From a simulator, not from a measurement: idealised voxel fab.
Name of the process module below: voxel lift off
Shown is cross-section cut, with a width of 295 nm and square cells of size 5 nm.
This document writes a cross-section as a grid whose cells are square, and gives it as bands, listed from the top down; one or more rows of cells form a band. Band: top height; bottom height; in nm. Then, left to right: material with width in nm, for each material. "full width": a single material spanning edge to edge. "blank": empty space. Measure heights from 0. That's the level where, below it, the as-received wafer is all one material. The lowest band is bottomless and extends downward; write it as in "z 0 and below". When a width is written as two numbers, as in "30->40", the first number is the width in the top row of cells of the band and the second is the width in its bottom row, and the width changes by the same amount from each row to the next. Step note "stayed the same" = no cross-section cell changed. Enclosed voids (no open way to top), threshold 8 cells or more, entry "closed voids", notation width x height at distance, distance from left edge, nm. On each step's line, the part that comes after the settings is the simulator's own comment on the step. "overlay nm" answers the question of how far to the right of plan the mask lay on a step that has a mask, and when it is negative the answer is to the left.

List of planned process steps:
1,op RECEIVE | material Si
2,op CONFORMAL_DEP | material Al2O3 | thk nm 5
3,op PATTERN | tone open | mask id LINES | material resist | width nm 30 | pitch nm 50 | thk nm 30 | overlay nm 0
4,op DIRECTIONAL_DEP | material Ru | thk nm 15
5,op STRIP | etch materials resist
6,op CONFORMAL_DEP | material SiCN | thk nm 5

Received-state cross-section, reflecting completion of step 1:
z 0 and below  Si full width
closed voids: none

Cross-sectional view of the first of the two wafers upon completion of the module, processed in accordance with the plan:
z 25 to 20  blank (100)  SiCN (40)  blank (10)  SiCN (40)  blank (105)
z 20 to 10  blank (100)  SiCN (5)  Ru (30)  SiCN (5)  blank (10)  SiCN (5)  Ru (30)  SiCN (5)  blank (105)
z 10 to 5  SiCN (105)  Ru (30)  SiCN (20)  Ru (30)  SiCN (110)
z 5 to 0  Al2O3 full width
z 0 and below  Si full width
closed voids: none

Wafer two (of two), end-of-module cross-section: start = wafer one, plan = wafer one, one run mistake:
z 25 to 10  blank (100)  SiCN (40)  blank (10)  SiCN (40)  blank (105)
z 10 to 5  SiCN full width
z 5 to 0  Al2O3 full width
z 0 and below  Si full width
closed voids: none
Which mistake was made when the wafer was run? step 4 ran differently from the plan; actual operation with settings: op DIRECTIONAL_DEP | material SiCN | thk nm 15
The second wafer ends with more or fewer cells of some materials than the first, per final count: 36 fewer of Ru, 36 more of SiCN
